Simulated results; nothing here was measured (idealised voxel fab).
The following is a process module called voxel released beams.
The cross-section shown here is cut; it is 210 nm wide and divided into square cells measuring 5 nm on a side.
Notation: cross-section as square-cell grid; stated in bands, top first, going down; one or more cell rows per band.
Band: top and bottom heights (nm) first, top before bottom; then materials from left to right, widths in nm. "full width" marks a sole material filling the band edge to edge. "blank" denotes empty space.
The reference from which all heights are counted is 0, the level beneath which the as-received wafer is entirely one material; the lowest band, having no lower bound, proceeds downward and is written after the example "0 and below".
Width "30->40": first value at the band's top row of cells, second value at its bottom row, equal change from row to row.
When a step is marked "nothing got changed", none of the cells in the cross-section changed during that step.
"Unvented cavities": empty spaces of 8 cells or more with no open way to the top, each given as width x height at distance, distance from the left edge, all in nm.
Text after the settings on a step's line: the simulator's own remark on that step.
If you see "overlay nm" on a step's line and that step has a mask, it's telling you how far right of where it was planned the mask ended up; a negative number means it went left instead.

Planned process steps
1: op RECEIVE | material Si
2: op CONFORMAL_DEP | material SiN | thk nm 10
3: op DIRECTIONAL_DEP | material SiO2 | thk nm 10
4: op PATTERN | tone open | mask id ANCHOR | material resist | width nm 45 | thk nm 20 | overlay nm 0
5: op DIRECTIONAL_ETCH | etch materials SiO2 | depth nm 10
6: op STRIP | etch materials resist
7: op CONFORMAL_DEP | material W | thk nm 15
8: op PATTERN | tone cover | mask id BEAM | material resist | width nm 115 | thk nm 15 | overlay nm 0
9: op DIRECTIONAL_ETCH | etch materials W | depth nm 15
10: op STRIP | etch materials resist
11: op STRIP | etch materials SiO2

Shown in cross-section is the wafer as received, that is, as it stands after step 1
0 and below | Si full width
Unvented cavities: none

Starting structure and process plan are as shown above, but one mistake was made in running the module; the wafer cross-section at the end of the module follows
35 down to 25 | blank=45, then W=65, then blank=100
25 down to 20 | blank=45, then W=115, then blank=50
20 down to 10 | blank=35, then W=15, then SiO2=45, then W=65, then blank=50
10 down to 0 | SiN full width
0 and below | Si full width
Unvented cavities: none
Deviation from plan: step 4: run off-plan, actual operation and settings op PATTERN | tone cover | mask id ANCHOR | material resist | width nm 45 | thk nm 20 | overlay nm 0
